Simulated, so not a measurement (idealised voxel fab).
process module | voxel self aligned contacts
cross-section cut | 235 nm wide | cells 5 nm
A cross-section is a grid of square cells, given in bands from the top down. A band is one or more rows of cells.
Each band's line starts with the height of the band's top and of its bottom, in nm. Then come its materials from left to right, each with its width in nm. One material with "throughout" fills the band from edge to edge. "air" is empty space.
Height 0 is the level under which the wafer as received is all one material. The lowest band goes on downwards, as in "0 down".
A width such as "30 to 40" changes by the same amount from each row of cells to the next, from the band's top row to its bottom row.
"no change" after a step means that no cell of the cross-section changed.
closed voids: empty space of 8 cells or more with no open way to the top, each as width x height at its distance from the left edge, in nm
after a step's settings: what the simulator itself notes on the step
overlay nm, on a step with a mask: how far to the right of its planned place the mask lay; to the left if negative
plan
1 op RECEIVE | material Si
2 op CONFORMAL_DEP | material SiO2 | thk nm 5
3 op DIRECTIONAL_DEP | material polySi | thk nm 30
4 op DIRECTIONAL_DEP | material SiN | thk nm 20
5 op DIRECTIONAL_DEP | material aC | thk nm 15
6 op PATTERN | tone cover | mask id GATE | material resist | width nm 35 | pitch nm 75 | thk nm 30 | overlay nm 0
7 op DIRECTIONAL_ETCH | etch materials aC | depth nm 15
8 op STRIP | etch materials resist
9 op DIRECTIONAL_ETCH | etch materials SiN | depth nm 20
10 op DIRECTIONAL_ETCH | etch materials polySi | depth nm 30
11 op STRIP | etch materials aC
12 op CONFORMAL_DEP | material SiN | thk nm 10
13 op DIRECTIONAL_ETCH | etch materials SiN | depth nm 10
14 op FILL_DEP | material SiO2 | thk nm 20
15 op CMP | height nm 65
16 op DIRECTIONAL_DEP | material aC | thk nm 15
17 op PATTERN | tone open | mask id CONTACT | material resist | width nm 50 | pitch nm 75 | thk nm 35 | overlay nm 0
18 op DIRECTIONAL_ETCH | etch materials aC | depth nm 15
19 op STRIP | etch materials resist
20 op DIRECTIONAL_ETCH | etch materials SiO2 | depth nm 65
21 op STRIP | etch materials aC
22 op CONFORMAL_DEP | material TiN | thk nm 5
23 op FILL_DEP | material W | thk nm 10
24 op CMP | height nm 65
25 op CONFORMAL_DEP | material SiCN | thk nm 5
as received, after step 1
  0 down: Si throughout
  closed voids: none
first wafer at the end, as planned
  70 to 65: SiCN throughout
  65 to 55: SiO2 55 | TiN 5 to 20 | W 40 to 10 | TiN 5 to 20 | SiO2 25 | TiN 5 to 20 | W 40 to 10 | TiN 5 to 20 | SiO2 55
  55 to 35: SiO2 15 | SiN 55 | TiN 5 | W 10 | TiN 5 | SiN 55 | TiN 5 | W 10 | TiN 5 | SiN 55 | SiO2 15
  35 to 5: SiO2 15 | SiN 10 | polySi 35 | SiN 10 | TiN 5 | W 10 | TiN 5 | SiN 10 | polySi 35 | SiN 10 | TiN 5 | W 10 | TiN 5 | SiN 10 | polySi 35 | SiN 10 | SiO2 15
  5 to 0: SiO2 70 | TiN 20 | SiO2 55 | TiN 20 | SiO2 70
  0 down: Si throughout
  closed voids: none
second wafer at the end: like start, like plan, one mistake
  70 to 65: SiCN throughout
  65 to 55: SiO2 55 | TiN 5 to 20 | W 40 to 10 | TiN 5 to 20 | SiO2 25 | TiN 5 to 20 | W 40 to 10 | TiN 5 to 20 | SiO2 55
  55 to 30: SiO2 15 | SiN 10 | polySi 35 | SiN 10 | TiN 5 | W 10 | TiN 5 | SiN 10 | polySi 35 | SiN 10 | TiN 5 | W 10 | TiN 5 | SiN 10 | polySi 35 | SiN 10 | SiO2 15
  30 to 25: SiO2 15 | SiN 10 | polySi 35 | SiN 10 | TiN 20 | SiN 10 | polySi 35 | SiN 10 | TiN 20 | SiN 10 | polySi 35 | SiN 10 | SiO2 15
  25 to 5: SiN throughout
  5 to 0: SiO2 throughout
  0 down: Si throughout
  closed voids: none
what went wrong: steps 3 and 4 were swapped
at the end the second wafer has, in cells: 56 more of SiN | 16 fewer of SiO2 | 20 fewer of TiN | 20 fewer of W
